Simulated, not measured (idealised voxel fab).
This section sets out a process module, namely voxel released beams.
250 nm wide, 5 nm square cells: that's cross-section cut.
Cross-sections here: square-cell grids, written as top-down lists of bands, a band being one or more rows of cells.
First you get the band's top height and its bottom height, in nm, and then the materials it's made of, left to right, with each width in nm. If you see a single material with "full width", that one covers the band edge to edge. "air" is empty space.
We count height from 0. Below that, the starting wafer is all one material. The lowest band never ends at the bottom but goes on down; see "0 nm and below" for how that is written.
A two-number width, for instance "30->40", indicates that the width is equal to the first number in the top row of the band and to the second number in the bottom row, and that it changes by a constant amount per row of cells.
"no alteration" -> step changed no cross-section cell.
Unvented internal voids: empty space of 8 cells or more with no open way to the top, each as width x height at its distance from the left edge, in nm
Formally, on a step line, whatever follows the settings is a remark that the simulator itself makes on the step.
"overlay nm" on a masked step: distance the mask lay right of its planned place, negative for left.
## The following list gives the planned process steps
1,RECEIVE,material Si
2,CONFORMAL_DEP,material SiN,thk nm 10
3,DIRECTIONAL_DEP,material SiO2,thk nm 10
4,PATTERN,tone open,mask id ANCHOR,material resist,width nm 25,thk nm 15,overlay nm 0
5,DIRECTIONAL_ETCH,etch materials SiO2,depth nm 10
6,STRIP,etch materials resist
7,CONFORMAL_DEP,material polySi,thk nm 10
8,PATTERN,tone cover,mask id BEAM,material resist,width nm 100,thk nm 20,overlay nm 0
9,DIRECTIONAL_ETCH,etch materials polySi,depth nm 10
10,STRIP,etch materials resist
11,STRIP,etch materials SiO2
## Cross-section of the wafer at receipt, which is the condition after step 1
> 0 nm and below  Si full width
> Unvented internal voids: none
## The first of the two wafers as seen in cross-section once the module was finished; processing followed the plan
> 30 nm to 20 nm  70 air  15 polySi  5 air  80 polySi  80 air
> 20 nm to 10 nm  75 air  25 polySi  150 air
> 10 nm to 0 nm  SiN full width
> 0 nm and below  Si full width
> Unvented internal voids: none
## The second wafer, shown in cross-section after the module: started the same way as the first and given the same plan, yet one mistake crept into how it was run
> 30 nm to 20 nm  65 air  20 polySi  5 air  85 polySi  75 air
> 20 nm to 10 nm  75 air  25 polySi  150 air
> 10 nm to 0 nm  SiN full width
> 0 nm and below  Si full width
> Unvented internal voids: none
What was the processing mistake? step 8 ran with different settings than intended, the actual operation and settings being PATTERN,tone cover,mask id BEAM,material resist,width nm 110,thk nm 20,overlay nm 0
Materials where the second wafer ends with more or fewer cells than the first: +4 polySi
